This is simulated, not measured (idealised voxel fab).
A process module follows: voxel capacitor over wiring.
For reference, the cross-section in this document is cut, with width 215 nm and square cells of 5 nm.
When this document writes out a cross-section, it uses a grid of square cells and lists it as bands, beginning at the top and moving down, with a band standing for one or more rows of cells.
Band: top height; bottom height; in nm. Then, left to right: material with width in nm, for each material. "throughout": a single material spanning edge to edge. "empty": empty space.
It should be noted that heights are counted from 0, beneath which the wafer as supplied is of one material throughout, and that the lowest band possesses no lower boundary but continues downward, as written in "0..down".
Width: "30->40" (first number = top row, second number = bottom row, same change from row to row of cells).
What does "no modifications" mean for a step? It means no cell of the cross-section changed in that step.
In the "Tabulated closed voids" entry, you get each enclosed empty space of 8 cells or more, one with no open way to the top, written width x height at distance, distance from the left edge, in nm.
It should be noted that, on the line of a given step, the content following the step's settings is a remark produced by the simulator itself with respect to that step.
overlay nm: on a step with a mask, how far right of its planned place the mask lay; negative means left.

## Steps planned for the process
1) RECEIVE | material Si
2) CONFORMAL_DEP | material SiO2 | thk nm 15
3) CONFORMAL_DEP | material SiCN | thk nm 5
4) DIRECTIONAL_DEP | material SiO2 | thk nm 20
5) DIRECTIONAL_DEP | material aC | thk nm 15
6) PATTERN | tone open | mask id METAL_1 | material resist | width nm 20 | pitch nm 75 | thk nm 30 | overlay nm 0
7) DIRECTIONAL_ETCH | etch materials aC | depth nm 15
8) STRIP | etch materials resist
9) DIRECTIONAL_ETCH | etch materials SiO2 | depth nm 20
10) DIRECTIONAL_ETCH | etch materials SiCN | depth nm 5
11) STRIP | etch materials aC
12) CONFORMAL_DEP | material TiN | thk nm 5
13) FILL_DEP | material W | thk nm 10
14) CMP | height nm 40
15) EPI | material Ru | thk nm 5
16) FILL_DEP | material SiCN | thk nm 5
17) DIRECTIONAL_DEP | material SiO2 | thk nm 10
18) MASKED_ETCH | tone open | mask id PLUG_1 | width nm 15 | etch materials SiO2 | depth nm 10 | overlay nm 0
19) MASKED_ETCH | tone open | mask id PLUG_1 | width nm 15 | etch materials SiCN | depth nm 5 | overlay nm 0
20) EPI | material Ru | thk nm 10
21) EPI | material Ru | thk nm 5
22) DIRECTIONAL_DEP | material TiN | thk nm 10
23) DIRECTIONAL_DEP | material Al2O3 | thk nm 5
24) DIRECTIONAL_DEP | material TiN | thk nm 5
25) MASKED_ETCH | tone cover | mask id UPPER_PLATE | width nm 60 | etch materials TiN | depth nm 5 | overlay nm 0
26) MASKED_ETCH | tone cover | mask id UPPER_PLATE | width nm 60 | etch materials Al2O3 | depth nm 5 | overlay nm 0
27) PATTERN | tone cover | mask id LOWER_PLATE | material resist | width nm 70 | thk nm 20 | overlay nm 0
28) DIRECTIONAL_ETCH | etch materials TiN | depth nm 10
29) STRIP | etch materials resist
30) FILL_DEP | material SiO2 | thk nm 20
31) CMP | height nm 95
32) MASKED_ETCH | tone open | mask id PLUG_2 | width nm 15 | etch materials SiO2 | depth nm 15 | overlay nm 0
33) CONFORMAL_DEP | material TiN | thk nm 5
34) FILL_DEP | material Ru | thk nm 5
35) CMP | height nm 95
36) CONFORMAL_DEP | material SiCN | thk nm 5

## Run as planned: first of two wafers

## Cross-section of the wafer at receipt, which is the condition after step 1
- 0..down  Si throughout
- Tabulated closed voids: none

## Cross-section through the wafer, step 2 finished
- 15..0  SiO2 throughout
- Beneath the level 0, the cross-section is identical to its previous state.

## Cross-section through the wafer, step 3 finished
- 20..15  SiCN throughout
- Beneath the level 15, the cross-section is identical to its previous state.

## Cross-section through the wafer, step 4 finished
- 40..20  SiO2 throughout
- Beneath the level 20, the cross-section is identical to its previous state.

## Cross-section through the wafer, step 5 finished
- 55..40  aC throughout
- Beneath the level 40, the cross-section is identical to its previous state.

## Cross-section through the wafer, step 6 finished
- 85..55  60 nm resist, then 20 nm empty, then 55 nm resist, then 20 nm empty, then 60 nm resist
- Beneath the level 55, the cross-section is identical to its previous state.

## Cross-section through the wafer, step 7 finished
- 70..55  60 nm resist, then 20 nm empty, then 55 nm resist, then 20 nm empty, then 60 nm resist
- 55..40  60 nm aC, then 20 nm empty, then 55 nm aC, then 20 nm empty, then 60 nm aC
- Beneath the level 40, the cross-section is identical to its previous state.

## Cross-section through the wafer, step 8 finished
- 55..40  60 nm aC, then 20 nm empty, then 55 nm aC, then 20 nm empty, then 60 nm aC
- Beneath the level 40, the cross-section is identical to its previous state.

## Cross-section through the wafer, step 9 finished
- 55..40  60 nm aC, then 20 nm empty, then 55 nm aC, then 20 nm empty, then 60 nm aC
- 40..20  60 nm SiO2, then 20 nm empty, then 55 nm SiO2, then 20 nm empty, then 60 nm SiO2
- Beneath the level 20, the cross-section is identical to its previous state.

## Cross-section through the wafer, step 10 finished
- 55..40  60 nm aC, then 20 nm empty, then 55 nm aC, then 20 nm empty, then 60 nm aC
- 40..20  60 nm SiO2, then 20 nm empty, then 55 nm SiO2, then 20 nm empty, then 60 nm SiO2
- 20..15  60 nm SiCN, then 20 nm empty, then 55 nm SiCN, then 20 nm empty, then 60 nm SiCN
- Beneath the level 15, the cross-section is identical to its previous state.

## Cross-section through the wafer, step 11 finished
- 40..20  60 nm SiO2, then 20 nm empty, then 55 nm SiO2, then 20 nm empty, then 60 nm SiO2
- Beneath the level 20, the cross-section is identical to its previous state.

## Cross-section through the wafer, step 12 finished
- 45..40  65 nm TiN, then 10 nm empty, then 65 nm TiN, then 10 nm empty, then 65 nm TiN
- 40..20  60 nm SiO2, then 5 nm TiN, then 10 nm empty, then 5 nm TiN, then 55 nm SiO2, then 5 nm TiN, then 10 nm empty, then 5 nm TiN, then 60 nm SiO2
- 20..15  60 nm SiCN, then 20 nm TiN, then 55 nm SiCN, then 20 nm TiN, then 60 nm SiCN
- Beneath the level 15, the cross-section is identical to its previous state.

## Cross-section through the wafer, step 13 finished
- 55..45  W throughout
- 45..40  65 nm TiN, then 10 nm W, then 65 nm TiN, then 10 nm W, then 65 nm TiN
- 40..20  60 nm SiO2, then 5 nm TiN, then 10 nm W, then 5 nm TiN, then 55 nm SiO2, then 5 nm TiN, then 10 nm W, then 5 nm TiN, then 60 nm SiO2
- Beneath the level 20, the cross-section is identical to its previous state.

## Cross-section through the wafer, step 14 finished
- 40..20  60 nm SiO2, then 5 nm TiN, then 10 nm W, then 5 nm TiN, then 55 nm SiO2, then 5 nm TiN, then 10 nm W, then 5 nm TiN, then 60 nm SiO2
- Beneath the level 20, the cross-section is identical to its previous state.

## Cross-section through the wafer, step 15 finished
- 45..40  55 nm empty, then 30 nm Ru, then 45 nm empty, then 30 nm Ru, then 55 nm empty
- Beneath the level 40, the cross-section is identical to its previous state.

## Cross-section through the wafer, step 16 finished
- 50..45  SiCN throughout
- 45..40  55 nm SiCN, then 30 nm Ru, then 45 nm SiCN, then 30 nm Ru, then 55 nm SiCN
- Beneath the level 40, the cross-section is identical to its previous state.

## Cross-section through the wafer, step 17 finished
- 60..50  SiO2 throughout
- Beneath the level 50, the cross-section is identical to its previous state.

## Cross-section through the wafer, step 18 finished
- 60..50  65 nm SiO2, then 15 nm empty, then 135 nm SiO2
- Beneath the level 50, the cross-section is identical to its previous state.

## Cross-section through the wafer, step 19 finished
- 60..50  65 nm SiO2, then 15 nm empty, then 135 nm SiO2
- 50..45  65 nm SiCN, then 15 nm empty, then 135 nm SiCN
- Beneath the level 45, the cross-section is identical to its previous state.

## Cross-section through the wafer, step 20 finished
- 60..55  65 nm SiO2, then 15 nm empty, then 135 nm SiO2
- 55..50  65 nm SiO2, then 15 nm Ru, then 135 nm SiO2
- 50..45  65 nm SiCN, then 15 nm Ru, then 135 nm SiCN
- Beneath the level 45, the cross-section is identical to its previous state.

## Cross-section through the wafer, step 21 finished
- 60..50  65 nm SiO2, then 15 nm Ru, then 135 nm SiO2
- Beneath the level 50, the cross-section is identical to its previous state.

## Cross-section through the wafer, step 22 finished
- 70..60  TiN throughout
- Beneath the level 60, the cross-section is identical to its previous state.

## Cross-section through the wafer, step 23 finished
- 75..70  Al2O3 throughout
- Beneath the level 70, the cross-section is identical to its previous state.

## Cross-section through the wafer, step 24 finished
- 80..75  TiN throughout
- Beneath the level 75, the cross-section is identical to its previous state.

## Cross-section through the wafer, step 25 finished
- 80..75  65 nm empty, then 60 nm TiN, then 90 nm empty
- Beneath the level 75, the cross-section is identical to its previous state.

## Cross-section through the wafer, step 26 finished
- 80..75  65 nm empty, then 60 nm TiN, then 90 nm empty
- 75..70  65 nm empty, then 60 nm Al2O3, then 90 nm empty
- Beneath the level 70, the cross-section is identical to its previous state.

## Cross-section through the wafer, step 27 finished
- 100..80  60 nm empty, then 70 nm resist, then 85 nm empty
- 80..75  60 nm empty, then 5 nm resist, then 60 nm TiN, then 5 nm resist, then 85 nm empty
- 75..70  60 nm empty, then 5 nm resist, then 60 nm Al2O3, then 5 nm resist, then 85 nm empty
- Beneath the level 70, the cross-section is identical to its previous state.

## Cross-section through the wafer, step 28 finished
- 100..80  60 nm empty, then 70 nm resist, then 85 nm empty
- 80..75  60 nm empty, then 5 nm resist, then 60 nm TiN, then 5 nm resist, then 85 nm empty
- 75..70  60 nm empty, then 5 nm resist, then 60 nm Al2O3, then 5 nm resist, then 85 nm empty
- 70..60  60 nm empty, then 70 nm TiN, then 85 nm empty
- Beneath the level 60, the cross-section is identical to its previous state.

## Cross-section through the wafer, step 29 finished
- 80..75  65 nm empty, then 60 nm TiN, then 90 nm empty
- 75..70  65 nm empty, then 60 nm Al2O3, then 90 nm empty
- Beneath the level 70, the cross-section is identical to its previous state.

## Cross-section through the wafer, step 30 finished
- 100..80  SiO2 throughout
- 80..75  65 nm SiO2, then 60 nm TiN, then 90 nm SiO2
- 75..70  65 nm SiO2, then 60 nm Al2O3, then 90 nm SiO2
- 70..60  60 nm SiO2, then 70 nm TiN, then 85 nm SiO2
- Beneath the level 60, the cross-section is identical to its previous state.

## Cross-section through the wafer, step 31 finished
- 95..80  SiO2 throughout
- Beneath the level 80, the cross-section is identical to its previous state.

## Cross-section through the wafer, step 32 finished
- 95..80  75 nm SiO2, then 15 nm empty, then 125 nm SiO2
- Beneath the level 80, the cross-section is identical to its previous state.

## Cross-section through the wafer, step 33 finished
- 100..95  80 nm TiN, then 5 nm empty, then 130 nm TiN
- 95..85  75 nm SiO2, then 5 nm TiN, then 5 nm empty, then 5 nm TiN, then 125 nm SiO2
- 85..75  75->65 nm SiO2, then 15->60 nm TiN, then 125->90 nm SiO2
- Beneath the level 75, the cross-section is identical to its previous state.

## Cross-section through the wafer, step 34 finished
- 105..100  Ru throughout
- 100..95  80 nm TiN, then 5 nm Ru, then 130 nm TiN
- 95..85  75 nm SiO2, then 5 nm TiN, then 5 nm Ru, then 5 nm TiN, then 125 nm SiO2
- Beneath the level 85, the cross-section is identical to its previous state.

## Cross-section through the wafer, step 35 finished
- 95..85  75 nm SiO2, then 5 nm TiN, then 5 nm Ru, then 5 nm TiN, then 125 nm SiO2
- Beneath the level 85, the cross-section is identical to its previous state.

## Cross-section through the wafer, step 36 finished
- 100..95  SiCN throughout
- Beneath the level 95, the cross-section is identical to its previous state.

## Regarding the second of the two wafers: it shared the first wafer's starting condition and process plan, yet one error occurred during its execution. Its history coincides with that of the first wafer up to and including step 1

## Second wafer, cross-section, planned end of step 2
- 5..0  SiCN throughout
- Beneath the level 0, the cross-section is identical to its previous state.

## Second wafer, cross-section, planned end of step 3
- 20..5  SiO2 throughout
- Beneath the level 5, the cross-section is identical to its previous state.

## Second wafer, cross-section, planned end of step 4
- 40..5  SiO2 throughout
- Beneath the level 5, the cross-section is identical to its previous state.

## Second wafer, cross-section, planned end of step 5
- 55..40  aC throughout
- Beneath the level 40, the cross-section is identical to its previous state.

## Second wafer, cross-section, planned end of step 6
- 85..55  60 nm resist, then 20 nm empty, then 55 nm resist, then 20 nm empty, then 60 nm resist
- Beneath the level 55, the cross-section is identical to its previous state.

## Second wafer, cross-section, planned end of step 7
- 70..55  60 nm resist, then 20 nm empty, then 55 nm resist, then 20 nm empty, then 60 nm resist
- 55..40  60 nm aC, then 20 nm empty, then 55 nm aC, then 20 nm empty, then 60 nm aC
- Beneath the level 40, the cross-section is identical to its previous state.

## Second wafer, cross-section, planned end of step 8
- 55..40  60 nm aC, then 20 nm empty, then 55 nm aC, then 20 nm empty, then 60 nm aC
- Beneath the level 40, the cross-section is identical to its previous state.

## Second wafer, cross-section, planned end of step 9
- 55..40  60 nm aC, then 20 nm empty, then 55 nm aC, then 20 nm empty, then 60 nm aC
- 40..20  60 nm SiO2, then 20 nm empty, then 55 nm SiO2, then 20 nm empty, then 60 nm SiO2
- Beneath the level 20, the cross-section is identical to its previous state.

Second wafer, cross-section, planned end of step 10: no modifications

## Second wafer, cross-section, planned end of step 11
- 40..20  60 nm SiO2, then 20 nm empty, then 55 nm SiO2, then 20 nm empty, then 60 nm SiO2
- Beneath the level 20, the cross-section is identical to its previous state.

## Second wafer, cross-section, planned end of step 12
- 45..40  65 nm TiN, then 10 nm empty, then 65 nm TiN, then 10 nm empty, then 65 nm TiN
- 40..25  60 nm SiO2, then 5 nm TiN, then 10 nm empty, then 5 nm TiN, then 55 nm SiO2, then 5 nm TiN, then 10 nm empty, then 5 nm TiN, then 60 nm SiO2
- 25..20  60 nm SiO2, then 20 nm TiN, then 55 nm SiO2, then 20 nm TiN, then 60 nm SiO2
- Beneath the level 20, the cross-section is identical to its previous state.

## Second wafer, cross-section, planned end of step 13
- 55..45  W throughout
- 45..40  65 nm TiN, then 10 nm W, then 65 nm TiN, then 10 nm W, then 65 nm TiN
- 40..25  60 nm SiO2, then 5 nm TiN, then 10 nm W, then 5 nm TiN, then 55 nm SiO2, then 5 nm TiN, then 10 nm W, then 5 nm TiN, then 60 nm SiO2
- Beneath the level 25, the cross-section is identical to its previous state.

## Second wafer, cross-section, planned end of step 14
- 40..25  60 nm SiO2, then 5 nm TiN, then 10 nm W, then 5 nm TiN, then 55 nm SiO2, then 5 nm TiN, then 10 nm W, then 5 nm TiN, then 60 nm SiO2
- Beneath the level 25, the cross-section is identical to its previous state.

## Second wafer, cross-section, planned end of step 15
- 45..40  55 nm empty, then 30 nm Ru, then 45 nm empty, then 30 nm Ru, then 55 nm empty
- Beneath the level 40, the cross-section is identical to its previous state.

## Second wafer, cross-section, planned end of step 16
- 50..45  SiCN throughout
- 45..40  55 nm SiCN, then 30 nm Ru, then 45 nm SiCN, then 30 nm Ru, then 55 nm SiCN
- Beneath the level 40, the cross-section is identical to its previous state.

## Second wafer, cross-section, planned end of step 17
- 60..50  SiO2 throughout
- Beneath the level 50, the cross-section is identical to its previous state.

## Second wafer, cross-section, planned end of step 18
- 60..50  65 nm SiO2, then 15 nm empty, then 135 nm SiO2
- Beneath the level 50, the cross-section is identical to its previous state.

## Second wafer, cross-section, planned end of step 19
- 60..50  65 nm SiO2, then 15 nm empty, then 135 nm SiO2
- 50..45  65 nm SiCN, then 15 nm empty, then 135 nm SiCN
- Beneath the level 45, the cross-section is identical to its previous state.

## Second wafer, cross-section, planned end of step 20
- 60..55  65 nm SiO2, then 15 nm empty, then 135 nm SiO2
- 55..50  65 nm SiO2, then 15 nm Ru, then 135 nm SiO2
- 50..45  65 nm SiCN, then 15 nm Ru, then 135 nm SiCN
- Beneath the level 45, the cross-section is identical to its previous state.

## Second wafer, cross-section, planned end of step 21
- 60..50  65 nm SiO2, then 15 nm Ru, then 135 nm SiO2
- Beneath the level 50, the cross-section is identical to its previous state.

## Second wafer, cross-section, planned end of step 22
- 70..60  TiN throughout
- Beneath the level 60, the cross-section is identical to its previous state.

## Second wafer, cross-section, planned end of step 23
- 75..70  Al2O3 throughout
- Beneath the level 70, the cross-section is identical to its previous state.

## Second wafer, cross-section, planned end of step 24
- 80..75  TiN throughout
- Beneath the level 75, the cross-section is identical to its previous state.

## Second wafer, cross-section, planned end of step 25
- 80..75  65 nm empty, then 60 nm TiN, then 90 nm empty
- Beneath the level 75, the cross-section is identical to its previous state.

## Second wafer, cross-section, planned end of step 26
- 80..75  65 nm empty, then 60 nm TiN, then 90 nm empty
- 75..70  65 nm empty, then 60 nm Al2O3, then 90 nm empty
- Beneath the level 70, the cross-section is identical to its previous state.

## Second wafer, cross-section, planned end of step 27
- 100..80  60 nm empty, then 70 nm resist, then 85 nm empty
- 80..75  60 nm empty, then 5 nm resist, then 60 nm TiN, then 5 nm resist, then 85 nm empty
- 75..70  60 nm empty, then 5 nm resist, then 60 nm Al2O3, then 5 nm resist, then 85 nm empty
- Beneath the level 70, the cross-section is identical to its previous state.

## Second wafer, cross-section, planned end of step 28
- 100..80  60 nm empty, then 70 nm resist, then 85 nm empty
- 80..75  60 nm empty, then 5 nm resist, then 60 nm TiN, then 5 nm resist, then 85 nm empty
- 75..70  60 nm empty, then 5 nm resist, then 60 nm Al2O3, then 5 nm resist, then 85 nm empty
- 70..60  60 nm empty, then 70 nm TiN, then 85 nm empty
- Beneath the level 60, the cross-section is identical to its previous state.

## Second wafer, cross-section, planned end of step 29
- 80..75  65 nm empty, then 60 nm TiN, then 90 nm empty
- 75..70  65 nm empty, then 60 nm Al2O3, then 90 nm empty
- Beneath the level 70, the cross-section is identical to its previous state.

## Second wafer, cross-section, planned end of step 30
- 100..80  SiO2 throughout
- 80..75  65 nm SiO2, then 60 nm TiN, then 90 nm SiO2
- 75..70  65 nm SiO2, then 60 nm Al2O3, then 90 nm SiO2
- 70..60  60 nm SiO2, then 70 nm TiN, then 85 nm SiO2
- Beneath the level 60, the cross-section is identical to its previous state.

## Second wafer, cross-section, planned end of step 31
- 95..80  SiO2 throughout
- Beneath the level 80, the cross-section is identical to its previous state.

## Second wafer, cross-section, planned end of step 32
- 95..80  75 nm SiO2, then 15 nm empty, then 125 nm SiO2
- Beneath the level 80, the cross-section is identical to its previous state.

## Second wafer, cross-section, planned end of step 33
- 100..95  80 nm TiN, then 5 nm empty, then 130 nm TiN
- 95..85  75 nm SiO2, then 5 nm TiN, then 5 nm empty, then 5 nm TiN, then 125 nm SiO2
- 85..75  75->65 nm SiO2, then 15->60 nm TiN, then 125->90 nm SiO2
- Beneath the level 75, the cross-section is identical to its previous state.

## Second wafer, cross-section, planned end of step 34
- 105..100  Ru throughout
- 100..95  80 nm TiN, then 5 nm Ru, then 130 nm TiN
- 95..85  75 nm SiO2, then 5 nm TiN, then 5 nm Ru, then 5 nm TiN, then 125 nm SiO2
- Beneath the level 85, the cross-section is identical to its previous state.

## Second wafer, cross-section, planned end of step 35
- 95..85  75 nm SiO2, then 5 nm TiN, then 5 nm Ru, then 5 nm TiN, then 125 nm SiO2
- Beneath the level 85, the cross-section is identical to its previous state.

## Second wafer, cross-section, planned end of step 36
- 100..95  SiCN throughout
- Beneath the level 95, the cross-section is identical to its previous state.
Against the plan, the run slipped here: sequence error: steps 2 and 3 interchanged
Bottom line after processing is that, in cells, the second wafer is up or down on some materials versus the first: 8 more of SiCN, 4 fewer of TiN, 4 fewer of W
